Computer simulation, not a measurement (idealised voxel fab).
process module | voxel capacitor over wiring
cross-section cut | 235 nm wide | cells 5 nm
A cross-section is a grid of square cells, given in bands from the top down. A band is one or more rows of cells.
Each band's line starts with the height of the band's top and of its bottom, in nm. Then come its materials from left to right, each with its width in nm. One material with "throughout" fills the band from edge to edge. "air" is empty space.
Height 0 is the level under which the wafer as received is all one material. The lowest band goes on downwards, as in "0 down".
A width such as "30 to 40" changes by the same amount from each row of cells to the next, from the band's top row to its bottom row.
"no change" after a step means that no cell of the cross-section changed.
closed voids: empty space of 8 cells or more with no open way to the top, each as width x height at its distance from the left edge, in nm
after a step's settings: what the simulator itself notes on the step
overlay nm, on a step with a mask: how far to the right of its planned place the mask lay; to the left if negative
plan
1 op RECEIVE | material Si
2 op CONFORMAL_DEP | material SiO2 | thk nm 10
3 op DIRECTIONAL_DEP | material TiN | thk nm 5
4 op DIRECTIONAL_DEP | material Ru | thk nm 25
5 op DIRECTIONAL_DEP | material aC | thk nm 10
6 op PATTERN | tone cover | mask id METAL_1 | material resist | width nm 30 | pitch nm 85 | thk nm 30 | overlay nm 0
7 op DIRECTIONAL_ETCH | etch materials aC | depth nm 10
8 op STRIP | etch materials resist
9 op DIRECTIONAL_ETCH | etch materials Ru | depth nm 25
10 op DIRECTIONAL_ETCH | etch materials TiN | depth nm 5
11 op STRIP | etch materials aC
12 op CONFORMAL_DEP | material SiCN | thk nm 5
13 op FILL_DEP | material lowk | thk nm 5
14 op CMP | height nm 40
15 op CONFORMAL_DEP | material SiCN | thk nm 5
16 op DIRECTIONAL_DEP | material SiO2 | thk nm 10
17 op MASKED_ETCH | tone open | mask id PLUG_1 | width nm 15 | etch materials SiO2 | depth nm 10 | overlay nm 0
18 op MASKED_ETCH | tone open | mask id PLUG_1 | width nm 15 | etch materials SiCN | depth nm 5 | overlay nm 0
19 op EPI | material Ru | thk nm 10
20 op EPI | material Ru | thk nm 5
21 op DIRECTIONAL_DEP | material TiN | thk nm 10
22 op DIRECTIONAL_DEP | material Al2O3 | thk nm 5
23 op DIRECTIONAL_DEP | material TiN | thk nm 5
24 op DIRECTIONAL_DEP | material aC | thk nm 10
25 op PATTERN | tone cover | mask id UPPER_PLATE | material resist | width nm 60 | thk nm 30 | overlay nm 0
26 op DIRECTIONAL_ETCH | etch materials aC | depth nm 10
27 op STRIP | etch materials resist
28 op DIRECTIONAL_ETCH | etch materials TiN | depth nm 5
29 op DIRECTIONAL_ETCH | etch materials Al2O3 | depth nm 5
30 op STRIP | etch materials aC
31 op MASKED_ETCH | tone cover | mask id LOWER_PLATE | width nm 70 | etch materials TiN | depth nm 10 | overlay nm 0
32 op FILL_DEP | material SiO2 | thk nm 20
33 op CMP | height nm 90
34 op DIRECTIONAL_DEP | material aC | thk nm 15
35 op PATTERN | tone open | mask id PLUG_2 | material resist | width nm 15 | thk nm 30 | overlay nm 0
36 op DIRECTIONAL_ETCH | etch materials aC | depth nm 15
37 op STRIP | etch materials resist
38 op DIRECTIONAL_ETCH | etch materials SiO2 | depth nm 15
39 op STRIP | etch materials aC
40 op CONFORMAL_DEP | material TiN | thk nm 5
41 op FILL_DEP | material W | thk nm 5
42 op CMP | height nm 90
43 op CONFORMAL_DEP | material SiCN | thk nm 5
as received, after step 1
  0 down: Si throughout
  closed voids: none
a wafer at the end: this start, this plan, one mistake
  95 to 90: SiCN throughout
  90 to 80: SiO2 85 | TiN 5 | W 5 | TiN 5 | SiO2 135
  80 to 75: SiO2 85 | TiN 15 | SiO2 135
  75 to 70: SiO2 throughout
  70 to 65: SiO2 75 | Al2O3 60 | SiO2 100
  65 to 55: TiN 70 | SiO2 5 | TiN 60 | SiO2 5 | TiN 95
  55 to 45: SiO2 75 | Ru 15 | SiO2 145
  45 to 40: SiCN 75 | Ru 15 | SiCN 145
  40 to 15: lowk 55 | SiCN 5 | Ru 30 | SiCN 5 | lowk 45 | SiCN 5 | Ru 30 | SiCN 5 | lowk 55
  15 to 10: SiCN 60 | TiN 30 | SiCN 55 | TiN 30 | SiCN 60
  10 to 0: SiO2 throughout
  0 down: Si throughout
  closed voids: none
what went wrong: step 31 ran as: op MASKED_ETCH | tone open | mask id LOWER_PLATE | width nm 70 | etch materials TiN | depth nm 10 | overlay nm 0
